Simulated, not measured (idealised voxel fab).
The name of this process module is voxel released beams.
It is cross-section cut that appears here, measuring 175 nm in width, its square cells being 5 nm in size.
In what follows, cross-sections appear as grids of square cells, described through bands that run from the top down, where every band is one or more rows of cells.
Look at the band entry: it leads with the top's height and the bottom's height in nm. Then it lists the materials left to right, with a width in nm for each. The word "full width" on a single material says that material fills the band edge to edge. The word "empty" is empty space.
Zero point of the height axis is 0; under it, received wafer = one material. Lowest band: continues down indefinitely, "top 0, no bottom".
The expression "30->40" gives the width at the extremes of the band, the first number at its top row of cells and the second at its bottom row, with the width changing by equal amounts from each row to the next in between.
"everything unchanged" after a step means that no cell of the cross-section changed.
In the "Sealed voids" entry, you get each enclosed empty space of 8 cells or more, one with no open way to the top, written width x height at distance, distance from the left edge, in nm.
Read whatever lies past the settings on a step's line as the simulator's own remark about the step.
A step's line can hold "overlay nm"; with a mask on that step, the setting says how far right of the planned place the mask lay, while a negative setting says it lay to the left.

The process steps that were planned are listed below
| 1 | RECEIVE,material Si |
| 2 | CONFORMAL_DEP,material SiN,thk nm 5 |
| 3 | DIRECTIONAL_DEP,material SiO2,thk nm 10 |
| 4 | MASKED_ETCH,tone open,mask id ANCHOR,width nm 25,etch materials SiO2,depth nm 10,overlay nm 0 |
| 5 | CONFORMAL_DEP,material W,thk nm 10 |
| 6 | PATTERN,tone cover,mask id BEAM,material resist,width nm 70,thk nm 15,overlay nm 0 |
| 7 | DIRECTIONAL_ETCH,etch materials W,depth nm 10 |
| 8 | STRIP,etch materials resist |
| 9 | STRIP,etch materials SiO2 |
Every wafer here starts from the same state; it is the step 2 thk nm that distinguishes them, and the value the plan gives belongs to the first wafer.

As-received cross-section, first of several wafers, post step 1
top 0, no bottom | Si full width
Sealed voids: none

Quick look at the cross-section of the first of several wafers after step 9, which wraps up the module
top 25, bottom 15 | empty=50  W=15  empty=5  W=50  empty=55
top 15, bottom 5 | empty=55  W=25  empty=95
top 5, bottom 0 | SiN full width
top 0, no bottom | Si full width
Sealed voids: none

Last wafer x-sec, end of module
top 45, bottom 35 | empty=50  W=15  empty=5  W=50  empty=55
top 35, bottom 25 | empty=55  W=25  empty=95
top 25, bottom 0 | SiN full width
top 0, no bottom | Si full width
Sealed voids: none

Per-wafer rows below. For each material: cells gained (+) or lost (-) since the wafer was received, as of end of module. Then: closed voids
thk nm 5, +35 SiN, +36 W, Sealed voids: none
thk nm 10, +70 SiN, +36 W, Sealed voids: none
thk nm 15, +105 SiN, +36 W, Sealed voids: none
thk nm 20, +140 SiN, +36 W, Sealed voids: none
thk nm 25, +175 SiN, +36 W, Sealed voids: none
